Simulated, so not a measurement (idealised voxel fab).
Documented hereafter: the process module known as voxel capacitor over wiring.
In the cross-section labelled cut, the width is 180 nm and each square cell is 5 nm.
A cross-section in this document is a grid of square cells, and it is written down as bands, the top band listed before the ones below it; a band is made up of one or more rows of cells.
Per band: top height and bottom height in nm, followed by the left-to-right materials and their widths in nm; "all across" marks a single material spanning edge to edge, "empty" marks empty space.
Height 0 is the level under which the wafer as received is all one material. The lowest band goes on downwards, as in "top 0, no bottom".
It should be noted that a width expressed as "30..40" varies in equal increments from row to row of cells within the band, taking the value of the first number at the top row and that of the second number at the bottom row.
The cross-section has no changed cell in any step marked "no modification".
Reported under the label "Closed void list" are the empty spaces having no open way to the top and comprising 8 cells or more; the notation for each is width x height at distance, in which the distance is measured from the left edge and all three values are in nm.
The remark found on a step's line after its settings is issued by the simulator itself and pertains to that step.
"overlay nm", when on a step's line for a step with a mask, measures how far to the right of its planned place the mask lay; a negative measure means to the left.

### The planned process steps are enumerated hereunder
| 1 | RECEIVE with material Si |
| 2 | CONFORMAL_DEP with material SiO2, thk nm 15 |
| 3 | CONFORMAL_DEP with material SiN, thk nm 5 |
| 4 | DIRECTIONAL_DEP with material lowk, thk nm 20 |
| 5 | DIRECTIONAL_DEP with material aC, thk nm 10 |
| 6 | PATTERN with tone open, mask id METAL_1, material resist, width nm 25, pitch nm 75, thk nm 30, overlay nm 0 |
| 7 | DIRECTIONAL_ETCH with etch materials aC, depth nm 10 |
| 8 | STRIP with etch materials resist |
| 9 | DIRECTIONAL_ETCH with etch materials lowk, depth nm 20 |
| 10 | DIRECTIONAL_ETCH with etch materials SiN, depth nm 5 |
| 11 | STRIP with etch materials aC |
| 12 | CONFORMAL_DEP with material TiN, thk nm 5 |
| 13 | FILL_DEP with material W, thk nm 10 |
| 14 | CMP with height nm 40 |
| 15 | CONFORMAL_DEP with material SiCN, thk nm 5 |
| 16 | DIRECTIONAL_DEP with material lowk, thk nm 15 |
| 17 | DIRECTIONAL_DEP with material aC, thk nm 15 |
| 18 | PATTERN with tone open, mask id PLUG_1, material resist, width nm 15, thk nm 35, overlay nm 0 |
| 19 | DIRECTIONAL_ETCH with etch materials aC, depth nm 15 |
| 20 | STRIP with etch materials resist |
| 21 | DIRECTIONAL_ETCH with etch materials lowk, depth nm 15 |
| 22 | DIRECTIONAL_ETCH with etch materials SiCN, depth nm 5 |
| 23 | STRIP with etch materials aC |
| 24 | CONFORMAL_DEP with material TiN, thk nm 5 |
| 25 | FILL_DEP with material Ru, thk nm 5 |
| 26 | CMP with height nm 60 |
| 27 | DIRECTIONAL_DEP with material TiN, thk nm 10 |
| 28 | DIRECTIONAL_DEP with material Al2O3, thk nm 5 |
| 29 | DIRECTIONAL_DEP with material TiN, thk nm 5 |
| 30 | PATTERN with tone cover, mask id UPPER_PLATE, material resist, width nm 55, thk nm 20, overlay nm 0 |
| 31 | DIRECTIONAL_ETCH with etch materials TiN, depth nm 5 |
| 32 | DIRECTIONAL_ETCH with etch materials Al2O3, depth nm 5 |
| 33 | STRIP with etch materials resist |
| 34 | PATTERN with tone cover, mask id LOWER_PLATE, material resist, width nm 65, thk nm 20, overlay nm 0 |
| 35 | DIRECTIONAL_ETCH with etch materials TiN, depth nm 10 |
| 36 | STRIP with etch materials resist |
| 37 | FILL_DEP with material SiO2, thk nm 20 |
| 38 | CMP with height nm 95 |
| 39 | DIRECTIONAL_DEP with material aC, thk nm 15 |
| 40 | PATTERN with tone open, mask id PLUG_2, material resist, width nm 15, thk nm 30, overlay nm 0 |
| 41 | DIRECTIONAL_ETCH with etch materials aC, depth nm 15 |
| 42 | STRIP with etch materials resist |
| 43 | DIRECTIONAL_ETCH with etch materials SiO2, depth nm 15 |
| 44 | STRIP with etch materials aC |
| 45 | CONFORMAL_DEP with material TiN, thk nm 5 |
| 46 | FILL_DEP with material Cu, thk nm 10 |
| 47 | CMP with height nm 95 |
| 48 | CONFORMAL_DEP with material SiN, thk nm 5 |

### As-received wafer cross-section (after step 1)
top 0, no bottom: Si all across
Closed void list: none

### The module was run from the start shown above using the plan shown above, but one mistake was made doing it; the resulting wafer cross-section is below
top 100, bottom 95: SiN all across
top 95, bottom 85: SiO2 60; TiN 5; Cu 5; TiN 5; SiO2 105
top 85, bottom 75: SiO2 60..55; TiN 15..50; SiO2 105..75
top 75, bottom 70: SiO2 50; Al2O3 55; SiO2 75
top 70, bottom 60: SiO2 50; TiN 70; SiO2 60
top 60, bottom 45: lowk 50; TiN 5; Ru 5; TiN 5; lowk 115
top 45, bottom 40: SiCN 50; TiN 15; SiCN 115
top 40, bottom 20: lowk 40; TiN 5; W 15; TiN 5; lowk 50; TiN 5; W 15; TiN 5; lowk 40
top 20, bottom 15: SiN 40; TiN 25; SiN 50; TiN 25; SiN 40
top 15, bottom 0: SiO2 all across
top 0, no bottom: Si all across
Closed void list: none
Here's what went sideways: step 34 went in with a setting other than planned; the actual run was PATTERN with tone cover, mask id LOWER_PLATE, material resist, width nm 65, thk nm 20, overlay nm 10
